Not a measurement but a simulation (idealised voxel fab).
process module | voxel spacer lines
cross-section cut | 190 nm wide | cells 5 nm
A cross-section is a grid of square cells, given in bands from the top down. A band is one or more rows of cells.
Each band's line starts with the height of the band's top and of its bottom, in nm. Then come its materials from left to right, each with its width in nm. One material with "throughout" fills the band from edge to edge. "air" is empty space.
Height 0 is the level under which the wafer as received is all one material. The lowest band goes on downwards, as in "0 down".
A width such as "30 to 40" changes by the same amount from each row of cells to the next, from the band's top row to its bottom row.
"no change" after a step means that no cell of the cross-section changed.
closed voids: empty space of 8 cells or more with no open way to the top, each as width x height at its distance from the left edge, in nm
after a step's settings: what the simulator itself notes on the step
overlay nm, on a step with a mask: how far to the right of its planned place the mask lay; to the left if negative
plan
1 op RECEIVE | material Si
2 op CONFORMAL_DEP | material Al2O3 | thk nm 5
3 op DIRECTIONAL_DEP | material TiN | thk nm 15
4 op DIRECTIONAL_DEP | material aC | thk nm 20
5 op PATTERN | tone cover | mask id MANDREL | material resist | width nm 15 | pitch nm 50 | thk nm 30 | overlay nm 0
6 op DIRECTIONAL_ETCH | etch materials aC | depth nm 20
7 op STRIP | etch materials resist
8 op CONFORMAL_DEP | material SiN | thk nm 10
9 op DIRECTIONAL_ETCH | etch materials SiN | depth nm 10
10 op STRIP | etch materials aC
11 op DIRECTIONAL_ETCH | etch materials TiN | depth nm 15
12 op STRIP | etch materials SiN
as received, after step 1
  0 down: Si throughout
  closed voids: none
a wafer at the end: this start, this plan, one mistake
  20 to 5: air 45 | TiN 10 | air 25 | TiN 10 | air 5 | TiN 10 | air 25 | TiN 10 | air 50
  5 to 0: Al2O3 throughout
  0 down: Si throughout
  closed voids: none
what went wrong: step 5 ran as: op PATTERN | tone cover | mask id MANDREL | material resist | width nm 25 | pitch nm 50 | thk nm 30 | overlay nm 0
